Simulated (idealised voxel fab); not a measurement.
The process module presented herein is designated voxel tone inversion.
270 nm wide, 5 nm square cells: that's cross-section cut.
Cross-section = grid of square cells, listed top down in bands; band = one or more rows. Look at the band entry: it leads with the top's height and the bottom's height in nm. Then it lists the materials left to right, with a width in nm for each. The word "throughout" on a single material says that material fills the band edge to edge. The word "blank" is empty space. Beneath 0, the wafer as received is one material, and that level is where height counting begins. The lowest band goes on downward without a bottom; it is written like "0 down". With a width like "30..40", each row of cells in the band differs from the next by the same amount, the top row carrying the first number and the bottom row the second. What does "stayed the same" mean for a step? It means no cell of the cross-section changed in that step. This entry, "Sealed-off cavities", enumerates those empty regions of no fewer than 8 cells that possess no open connection to the top. Each region is reported in the form width x height at distance, the distance being taken from the left edge, with all three quantities expressed in nm. On a step's line, text after the settings is the simulator commenting on that step. A step's line can hold "overlay nm"; with a mask on that step, the setting says how far right of the planned place the mask lay, while a negative setting says it lay to the left.

# Planned process steps
1: RECEIVE, material Si
2: CONFORMAL_DEP, material SiCN, thk nm 5
3: DIRECTIONAL_DEP, material polySi, thk nm 15
4: PATTERN, tone cover, mask id POSTS, material resist, width nm 25, pitch nm 45, thk nm 25, overlay nm 0
5: DIRECTIONAL_ETCH, etch materials polySi, depth nm 15
6: STRIP, etch materials resist
7: FILL_DEP, material lowk, thk nm 5
8: CMP, height nm 20
9: STRIP, etch materials polySi

# The cross-section here shows the wafer as received, i.e. in its state after step 1
* 0 down: Si throughout
* Sealed-off cavities: none

# a wafer at the end: this start, this plan, one mistake
* 20 to 15: lowk throughout
* 15 to 0: 75 nm lowk; 25 nm polySi; 20 nm lowk; 25 nm polySi; 20 nm lowk; 25 nm polySi; 80 nm lowk
* 0 down: Si throughout
* Sealed-off cavities: none
The mistake made against the process plan was this: step 2 in the plan did not get run; it was skipped
